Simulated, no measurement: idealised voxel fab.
process module | voxel trench capacitor
cross-section cut | 265 nm wide | cells 5 nm
A cross-section is a grid of square cells, given in bands from the top down. A band is one or more rows of cells.
Each band's line starts with the height of the band's top and of its bottom, in nm. Then come its materials from left to right, each with its width in nm. One material with "throughout" fills the band from edge to edge. "air" is empty space.
Height 0 is the level under which the wafer as received is all one material. The lowest band goes on downwards, as in "0 down".
A width such as "30 to 40" changes by the same amount from each row of cells to the next, from the band's top row to its bottom row.
"no change" after a step means that no cell of the cross-section changed.
closed voids: empty space of 8 cells or more with no open way to the top, each as width x height at its distance from the left edge, in nm
after a step's settings: what the simulator itself notes on the step
overlay nm, on a step with a mask: how far to the right of its planned place the mask lay; to the left if negative
plan
1 op RECEIVE | material Si
2 op CONFORMAL_DEP | material SiN | thk nm 10
3 op PATTERN | tone open | mask id TRENCH | material resist | width nm 30 | pitch nm 45 | thk nm 15 | overlay nm 0
4 op DIRECTIONAL_ETCH | etch materials SiN | depth nm 10
5 op DIRECTIONAL_ETCH | etch materials Si | depth nm 40
6 op STRIP | etch materials resist
7 op CONFORMAL_DEP | material HfO2 | thk nm 5
8 op CONFORMAL_DEP | material TiN | thk nm 5
9 op FILL_DEP | material W | thk nm 5
10 op CMP | height nm 10
first wafer, as planned
as received, after step 1
  0 down: Si throughout
  closed voids: none
after step 2
  10 to 0: SiN throughout
  below 0: unchanged
after step 3
  25 to 10: resist 70 | air 30 | resist 15 | air 30 | resist 15 | air 30 | resist 75
  below 10: unchanged
after step 4
  25 to 10: resist 70 | air 30 | resist 15 | air 30 | resist 15 | air 30 | resist 75
  10 to 0: SiN 70 | air 30 | SiN 15 | air 30 | SiN 15 | air 30 | SiN 75
  below 0: unchanged
after step 5
  25 to 10: resist 70 | air 30 | resist 15 | air 30 | resist 15 | air 30 | resist 75
  10 to 0: SiN 70 | air 30 | SiN 15 | air 30 | SiN 15 | air 30 | SiN 75
  0 to -40: Si 70 | air 30 | Si 15 | air 30 | Si 15 | air 30 | Si 75
  below -40: unchanged
after step 6
  10 to 0: SiN 70 | air 30 | SiN 15 | air 30 | SiN 15 | air 30 | SiN 75
  below 0: unchanged
after step 7
  15 to 10: HfO2 75 | air 20 | HfO2 25 | air 20 | HfO2 25 | air 20 | HfO2 80
  10 to 0: SiN 70 | HfO2 5 | air 20 | HfO2 5 | SiN 15 | HfO2 5 | air 20 | HfO2 5 | SiN 15 | HfO2 5 | air 20 | HfO2 5 | SiN 75
  0 to -35: Si 70 | HfO2 5 | air 20 | HfO2 5 | Si 15 | HfO2 5 | air 20 | HfO2 5 | Si 15 | HfO2 5 | air 20 | HfO2 5 | Si 75
  -35 to -40: Si 70 | HfO2 30 | Si 15 | HfO2 30 | Si 15 | HfO2 30 | Si 75
  below -40: unchanged
after step 8
  20 to 15: TiN 80 | air 10 | TiN 35 | air 10 | TiN 35 | air 10 | TiN 85
  15 to 10: HfO2 75 | TiN 5 | air 10 | TiN 5 | HfO2 25 | TiN 5 | air 10 | TiN 5 | HfO2 25 | TiN 5 | air 10 | TiN 5 | HfO2 80
  10 to 0: SiN 70 | HfO2 5 | TiN 5 | air 10 | TiN 5 | HfO2 5 | SiN 15 | HfO2 5 | TiN 5 | air 10 | TiN 5 | HfO2 5 | SiN 15 | HfO2 5 | TiN 5 | air 10 | TiN 5 | HfO2 5 | SiN 75
  0 to -30: Si 70 | HfO2 5 | TiN 5 | air 10 | TiN 5 | HfO2 5 | Si 15 | HfO2 5 | TiN 5 | air 10 | TiN 5 | HfO2 5 | Si 15 | HfO2 5 | TiN 5 | air 10 | TiN 5 | HfO2 5 | Si 75
  -30 to -35: Si 70 | HfO2 5 | TiN 20 | HfO2 5 | Si 15 | HfO2 5 | TiN 20 | HfO2 5 | Si 15 | HfO2 5 | TiN 20 | HfO2 5 | Si 75
  below -35: unchanged
after step 9
  25 to 20: W throughout
  20 to 15: TiN 80 | W 10 | TiN 35 | W 10 | TiN 35 | W 10 | TiN 85
  15 to 10: HfO2 75 | TiN 5 | W 10 | TiN 5 | HfO2 25 | TiN 5 | W 10 | TiN 5 | HfO2 25 | TiN 5 | W 10 | TiN 5 | HfO2 80
  10 to 0: SiN 70 | HfO2 5 | TiN 5 | W 10 | TiN 5 | HfO2 5 | SiN 15 | HfO2 5 | TiN 5 | W 10 | TiN 5 | HfO2 5 | SiN 15 | HfO2 5 | TiN 5 | W 10 | TiN 5 | HfO2 5 | SiN 75
  0 to -30: Si 70 | HfO2 5 | TiN 5 | W 10 | TiN 5 | HfO2 5 | Si 15 | HfO2 5 | TiN 5 | W 10 | TiN 5 | HfO2 5 | Si 15 | HfO2 5 | TiN 5 | W 10 | TiN 5 | HfO2 5 | Si 75
  below -30: unchanged
after step 10
  10 to 0: SiN 70 | HfO2 5 | TiN 5 | W 10 | TiN 5 | HfO2 5 | SiN 15 | HfO2 5 | TiN 5 | W 10 | TiN 5 | HfO2 5 | SiN 15 | HfO2 5 | TiN 5 | W 10 | TiN 5 | HfO2 5 | SiN 75
  below 0: unchanged
second wafer: like start, like plan, one mistake. Through step 6 it matches the first wafer
when step 7 should have ended: no change
when step 8 should have ended
  15 to 10: TiN 75 | air 20 | TiN 25 | air 20 | TiN 25 | air 20 | TiN 80
  10 to 0: SiN 70 | TiN 5 | air 20 | TiN 5 | SiN 15 | TiN 5 | air 20 | TiN 5 | SiN 15 | TiN 5 | air 20 | TiN 5 | SiN 75
  0 to -35: Si 70 | TiN 5 | air 20 | TiN 5 | Si 15 | TiN 5 | air 20 | TiN 5 | Si 15 | TiN 5 | air 20 | TiN 5 | Si 75
  -35 to -40: Si 70 | TiN 30 | Si 15 | TiN 30 | Si 15 | TiN 30 | Si 75
  below -40: unchanged
when step 9 should have ended
  20 to 15: W throughout
  15 to 10: TiN 75 | W 20 | TiN 25 | W 20 | TiN 25 | W 20 | TiN 80
  10 to 0: SiN 70 | TiN 5 | W 20 | TiN 5 | SiN 15 | TiN 5 | W 20 | TiN 5 | SiN 15 | TiN 5 | W 20 | TiN 5 | SiN 75
  0 to -35: Si 70 | TiN 5 | W 20 | TiN 5 | Si 15 | TiN 5 | W 20 | TiN 5 | Si 15 | TiN 5 | W 20 | TiN 5 | Si 75
  below -35: unchanged
when step 10 should have ended
  10 to 0: SiN 70 | TiN 5 | W 20 | TiN 5 | SiN 15 | TiN 5 | W 20 | TiN 5 | SiN 15 | TiN 5 | W 20 | TiN 5 | SiN 75
  below 0: unchanged
what went wrong: step 7 was left out
at the end the second wafer has, in cells: 72 fewer of HfO2 | 12 more of TiN | 60 more of W
